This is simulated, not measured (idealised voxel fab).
Module name: voxel ribs on slabs (process module)
Square cells of 5 nm make up the cross-section cut, whose width is 200 nm.
This document writes a cross-section as a grid whose cells are square, and gives it as bands, listed from the top down; one or more rows of cells form a band.
What a band's entry tells you: where the top is and where the bottom is, as heights in nm, and after that what lies inside, material by material from left to right, each with its width in nm. Empty space is written as the word "empty", and a single material marked with the word "all across" occupies the band from edge to edge.
Heights from 0 (as-received wafer is one material below). Bottom band endless downward, as "0 down".
The width entry "30..40" should be interpreted row by row: the top row of cells in the band takes the first number, the bottom row takes the second number, and the change between adjacent rows is uniform throughout.
"no alterations made", as given for a step, is the statement that not any cell of the cross-section underwent a change during that step.
The list in "Enclosed cavities" covers empty spaces of 8 cells or more that cannot reach the top through any open way, and it gives each as width x height at distance; the distance is from the left edge, and width, height and distance are in nm.
Where a step's line continues beyond its settings, the continuation is a remark by the simulator itself on that step.
"overlay nm", when on a step's line for a step with a mask, measures how far to the right of its planned place the mask lay; a negative measure means to the left.
The process steps that were planned are listed below
1: RECEIVE with material Si
2: DIRECTIONAL_DEP with material SiO2, thk nm 25
3: DIRECTIONAL_DEP with material polySi, thk nm 15
4: MASKED_ETCH with tone cover, mask id RIB, width nm 20, etch materials polySi, depth nm 10, overlay nm 0
5: MASKED_ETCH with tone cover, mask id SLAB, width nm 60, etch materials polySi, depth nm 5, overlay nm 0
6: FILL_DEP with material SiO2, thk nm 20
7: CMP with height nm 55
8: DIRECTIONAL_DEP with material TiN, thk nm 5
9: PATTERN with tone cover, mask id HEATER, material resist, width nm 30, thk nm 15, overlay nm -15
10: DIRECTIONAL_ETCH with etch materials TiN, depth nm 5
11: STRIP with etch materials resist
12: CONFORMAL_DEP with material SiN, thk nm 10
Be aware that, although all wafers share a common starting state, the overlay nm at step 9 differs among them, and the plan displays the first wafer's value.
First of several wafers (as received, post step 1), cross-sectional view
0 down | Si all across
Enclosed cavities: none
Table: wafers, a row each; end-of-module cell change per material since receipt, gain (+), loss (-); then closed voids
overlay nm -15, +84 SiN, +420 SiO2, +6 TiN, +20 polySi, Enclosed cavities: none
overlay nm -10, +84 SiN, +420 SiO2, +6 TiN, +20 polySi, Enclosed cavities: none
overlay nm -5, +84 SiN, +420 SiO2, +6 TiN, +20 polySi, Enclosed cavities: none
overlay nm 0, +84 SiN, +420 SiO2, +6 TiN, +20 polySi, Enclosed cavities: none
overlay nm 5, +84 SiN, +420 SiO2, +6 TiN, +20 polySi, Enclosed cavities: none
overlay nm 10, +84 SiN, +420 SiO2, +6 TiN, +20 polySi, Enclosed cavities: none
overlay nm 15, +84 SiN, +420 SiO2, +6 TiN, +20 polySi, Enclosed cavities: none
